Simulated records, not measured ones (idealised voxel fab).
Presented below is a process module, voxel gate over fins.
Shown is cross-section cut, with a width of 280 nm and square cells of size 5 nm.
Square cells in a grid make up a cross-section in this document, and the grid is given as bands, listed from the top down, each one or more rows of cells.
It is stipulated that each band's entry specify, in nanometres, the height of the top of the band and then that of its bottom, followed by the materials of the band in left-to-right sequence, each together with its width in nanometres. A single material marked by the word "everywhere" is understood to fill the band from edge to edge; the word "air" is understood to denote empty space.
Counting heights begins at 0, where everything beneath is, in the wafer as received, one material. The lowest band has no bottom; it goes on downwards, as "0..down" shows.
Width spec "30..40" -> top row of cells at first value, bottom row at second value, equal per-row change in between.
Any step labelled "no change" changed none of the cells in the cross-section.
Listed in "Enclosed cavities": every empty space of 8 or more cells without an open way to the top. Form: width x height at distance, the distance being from the left edge, all in nm.
Past the settings on a step's line: simulator remark, on that step.
If you see "overlay nm" on a step's line and that step has a mask, it's telling you how far right of where it was planned the mask ended up; a negative number means it went left instead.

**Planned step list for the process**
1. RECEIVE: material Si
2. CONFORMAL_DEP: material SiN, thk nm 10
3. MASKED_ETCH: tone cover, mask id FINS, width nm 15, pitch nm 55, etch materials SiN, depth nm 10, overlay nm 0
4. MASKED_ETCH: tone cover, mask id FINS, width nm 15, pitch nm 55, etch materials Si, depth nm 30, overlay nm 0
5. OXIDIZE: depth nm 5
6. FILL_DEP: material SiO2, thk nm 5
7. CMP: height nm 10
8. PATTERN: tone open, mask id RAIL, material resist, width nm 15, thk nm 15, overlay nm 0
9. DIRECTIONAL_ETCH: etch materials SiO2, depth nm 35
10. STRIP: etch materials resist
11. CONFORMAL_DEP: material TiN, thk nm 5
12. FILL_DEP: material Ru, thk nm 10
13. CMP: height nm 10
14. SELECTIVE_ETCH: etch materials W Ru TiN, depth nm 25
15. FILL_DEP: material SiO2, thk nm 5
16. CMP: height nm 10
17. SELECTIVE_ETCH: etch materials SiO2, depth nm 20
18. STRIP: etch materials SiN
19. CONFORMAL_DEP: material HfO2, thk nm 5
20. CONFORMAL_DEP: material TiN, thk nm 5
21. FILL_DEP: material W, thk nm 10
22. CMP: height nm 15
23. CONFORMAL_DEP: material SiN, thk nm 5

**As-received wafer cross-section (after step 1)**
> 0..down: Si everywhere
> Enclosed cavities: none

**First of two wafers at the end of the module, shown in cross-section; run carried out as planned**
> 20..15: SiN everywhere
> 15..10: W everywhere
> 10..5: 45 of W  25 of TiN  30 of W  25 of TiN  30 of W  25 of TiN  30 of W  25 of TiN  45 of W
> 5..0: 45 of W  5 of TiN  15 of HfO2  5 of TiN  30 of W  5 of TiN  15 of HfO2  5 of TiN  30 of W  5 of TiN  15 of HfO2  5 of TiN  30 of W  5 of TiN  15 of HfO2  5 of TiN  45 of W
> 0..-5: 50 of TiN  5 of HfO2  5 of Si  5 of HfO2  40 of TiN  5 of HfO2  5 of Si  5 of HfO2  40 of TiN  5 of HfO2  5 of Si  5 of HfO2  40 of TiN  5 of HfO2  5 of Si  5 of HfO2  50 of TiN
> -5..-10: 55 of HfO2  5 of Si  50 of HfO2  5 of Si  50 of HfO2  5 of Si  50 of HfO2  5 of Si  55 of HfO2
> -10..-15: 55 of SiO2  5 of Si  50 of SiO2  5 of Si  50 of SiO2  5 of Si  50 of SiO2  5 of Si  55 of SiO2
> -15..-20: 55 of SiO2  5 of Si  15 of SiO2  5 of TiN  5 of Ru  5 of TiN  20 of SiO2  5 of Si  50 of SiO2  5 of Si  50 of SiO2  5 of Si  55 of SiO2
> -20..-25: 55 of SiO2  5 of Si  15 of SiO2  15 of TiN  20 of SiO2  5 of Si  50 of SiO2  5 of Si  50 of SiO2  5 of Si  55 of SiO2
> -25..-35: 55 of SiO2  5 of Si  50 of SiO2  5 of Si  50 of SiO2  5 of Si  50 of SiO2  5 of Si  55 of SiO2
> -35..down: Si everywhere
> Enclosed cavities: none

**Module end: cross-section of wafer two of two. Same start and process plan as the first wafer. One mistake during execution**
> 20..15: SiN everywhere
> 15..10: W everywhere
> 10..5: 45 of W  25 of TiN  30 of W  25 of TiN  30 of W  25 of TiN  30 of W  25 of TiN  45 of W
> 5..0: 45 of W  5 of TiN  15 of HfO2  5 of TiN  30 of W  5 of TiN  15 of HfO2  5 of TiN  30 of W  5 of TiN  15 of HfO2  5 of TiN  30 of W  5 of TiN  15 of HfO2  5 of TiN  45 of W
> 0..-5: 40 of TiN  5 of W  5 of TiN  5 of HfO2  5 of Si  5 of HfO2  5 of TiN  30 of W  5 of TiN  5 of HfO2  5 of Si  5 of HfO2  5 of TiN  30 of W  5 of TiN  5 of HfO2  5 of Si  5 of HfO2  5 of TiN  30 of W  5 of TiN  5 of HfO2  5 of Si  5 of HfO2  5 of TiN  5 of W  40 of TiN
> -5..-10: 35 of HfO2  5 of TiN  5 of W  5 of TiN  5 of HfO2  5 of Si  5 of HfO2  40 of TiN  5 of HfO2  5 of Si  5 of HfO2  5 of TiN  30 of W  5 of TiN  5 of HfO2  5 of Si  5 of HfO2  5 of TiN  30 of W  5 of TiN  5 of HfO2  5 of Si  5 of HfO2  5 of TiN  5 of W  5 of TiN  35 of HfO2
> -10..-15: 30 of SiO2  5 of HfO2  15 of TiN  5 of HfO2  5 of Si  5 of HfO2  5 of TiN  25 of HfO2  10 of TiN  5 of HfO2  5 of Si  5 of HfO2  40 of TiN  5 of HfO2  5 of Si  5 of HfO2  40 of TiN  5 of HfO2  5 of Si  5 of HfO2  15 of TiN  5 of HfO2  30 of SiO2
> -15..-20: 30 of SiO2  25 of HfO2  5 of Si  15 of HfO2  5 of TiN  5 of Ru  5 of TiN  20 of HfO2  5 of Si  50 of HfO2  5 of Si  50 of HfO2  5 of Si  25 of HfO2  30 of SiO2
> -20..-25: 55 of SiO2  5 of Si  15 of SiO2  15 of TiN  20 of SiO2  5 of Si  50 of SiO2  5 of Si  50 of SiO2  5 of Si  55 of SiO2
> -25..-35: 55 of SiO2  5 of Si  50 of SiO2  5 of Si  50 of SiO2  5 of Si  50 of SiO2  5 of Si  55 of SiO2
> -35..down: Si everywhere
> Enclosed cavities: none
Short version of what went wrong: steps 17 and 18 swapped
Counted in cells at the end, the second wafer holds more or fewer of these materials than the first: 22 more of HfO2 | 77 fewer of SiO2 | 21 more of TiN | 34 more of W
